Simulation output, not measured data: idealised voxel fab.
Name of the process module below: voxel capacitor over wiring
Section cut is 300 nm wide and gridded with 5 nm square cells.
When this document writes out a cross-section, it uses a grid of square cells and lists it as bands, beginning at the top and moving down, with a band standing for one or more rows of cells.
Top, bottom (nm), then materials left to right with widths (nm); lone material tagged "throughout" fills the whole band edge to edge; "blank" = empty space.
Beneath 0, the wafer as received is one material, and that level is where height counting begins. The lowest band goes on downward without a bottom; it is written like "top 0, no bottom".
Read "30..40" as a graded width: first number on top, second number at the bottom, same change between each pair of neighbouring rows.
You'll sometimes find "nothing was modified" written for a step, and that's the way of saying that nowhere in the cross-section did a cell change during that step.
Under "Enclosed internal cavities" you'll find the enclosed gaps, the ones with no way out to the top, that are 8 cells or bigger; each reads width x height at distance, with distance counted from the left edge, everything in nm.
Text after the settings on a step's line: the simulator's own remark on that step.
"overlay nm" denotes, for a step that has a mask, the displacement of the mask to the right of its planned place, with negative values corresponding to the left.

### Process steps (planned)
1) RECEIVE [material Si]
2) CONFORMAL_DEP [material SiO2] [thk nm 15]
3) CONFORMAL_DEP [material SiN] [thk nm 5]
4) DIRECTIONAL_DEP [material lowk] [thk nm 20]
5) PATTERN [tone open] [mask id METAL_1] [material resist] [width nm 20] [pitch nm 90] [thk nm 20] [overlay nm 0]
6) DIRECTIONAL_ETCH [etch materials lowk] [depth nm 20]
7) DIRECTIONAL_ETCH [etch materials SiN] [depth nm 5]
8) STRIP [etch materials resist]
9) CONFORMAL_DEP [material TiN] [thk nm 5]
10) FILL_DEP [material Cu] [thk nm 5]
11) CMP [height nm 40]
12) CONFORMAL_DEP [material SiCN] [thk nm 5]
13) DIRECTIONAL_DEP [material lowk] [thk nm 20]
14) PATTERN [tone open] [mask id PLUG_1] [material resist] [width nm 15] [thk nm 20] [overlay nm 0]
15) DIRECTIONAL_ETCH [etch materials lowk] [depth nm 20]
16) DIRECTIONAL_ETCH [etch materials SiCN] [depth nm 5]
17) STRIP [etch materials resist]
18) CONFORMAL_DEP [material TiN] [thk nm 5]
19) FILL_DEP [material Ru] [thk nm 10]
20) CMP [height nm 65]
21) DIRECTIONAL_DEP [material TiN] [thk nm 5]
22) DIRECTIONAL_DEP [material HfO2] [thk nm 5]
23) DIRECTIONAL_DEP [material TiN] [thk nm 5]
24) DIRECTIONAL_DEP [material aC] [thk nm 15]
25) PATTERN [tone cover] [mask id UPPER_PLATE] [material resist] [width nm 75] [thk nm 35] [overlay nm 0]
26) DIRECTIONAL_ETCH [etch materials aC] [depth nm 15]
27) STRIP [etch materials resist]
28) DIRECTIONAL_ETCH [etch materials TiN] [depth nm 5]
29) DIRECTIONAL_ETCH [etch materials HfO2] [depth nm 5]
30) STRIP [etch materials aC]
31) MASKED_ETCH [tone cover] [mask id LOWER_PLATE] [width nm 85] [etch materials TiN] [depth nm 5] [overlay nm 0]
32) FILL_DEP [material SiO2] [thk nm 15]
33) CMP [height nm 90]
34) MASKED_ETCH [tone open] [mask id PLUG_2] [width nm 15] [etch materials SiO2] [depth nm 10] [overlay nm 0]
35) CONFORMAL_DEP [material TiN] [thk nm 5]
36) FILL_DEP [material Cu] [thk nm 10]
37) CMP [height nm 90]
38) CONFORMAL_DEP [material SiCN] [thk nm 5]

### Cross-section, incoming material, after step 1
	top 0, no bottom | Si throughout
	Enclosed internal cavities: none

### Cross-section at module end, one run error; start and plan unchanged from above
	top 95, bottom 90 | SiCN throughout
	top 90, bottom 85 | 110 of SiO2 / 5 of TiN / 5 of Cu / 5 of TiN / 175 of SiO2
	top 85, bottom 75 | 110..100 of SiO2 / 15..75 of TiN / 175..125 of SiO2
	top 75, bottom 70 | 100 of SiO2 / 75 of HfO2 / 125 of SiO2
	top 70, bottom 65 | 95 of SiO2 / 85 of TiN / 120 of SiO2
	top 65, bottom 45 | 100 of lowk / 5 of TiN / 5 of Ru / 5 of TiN / 185 of lowk
	top 45, bottom 40 | 100 of SiCN / 15 of TiN / 185 of SiCN
	top 40, bottom 35 | 100 of TiN / 10 of Cu / 80 of TiN / 10 of Cu / 100 of TiN
	top 35, bottom 20 | 95 of lowk / 5 of TiN / 10 of Cu / 5 of TiN / 70 of lowk / 5 of TiN / 10 of Cu / 5 of TiN / 95 of lowk
	top 20, bottom 15 | 95 of lowk / 20 of TiN / 70 of lowk / 20 of TiN / 95 of lowk
	top 15, bottom 0 | SiO2 throughout
	top 0, no bottom | Si throughout
	Enclosed internal cavities: none
Against the plan, the run slipped here: plan step 3 skipped
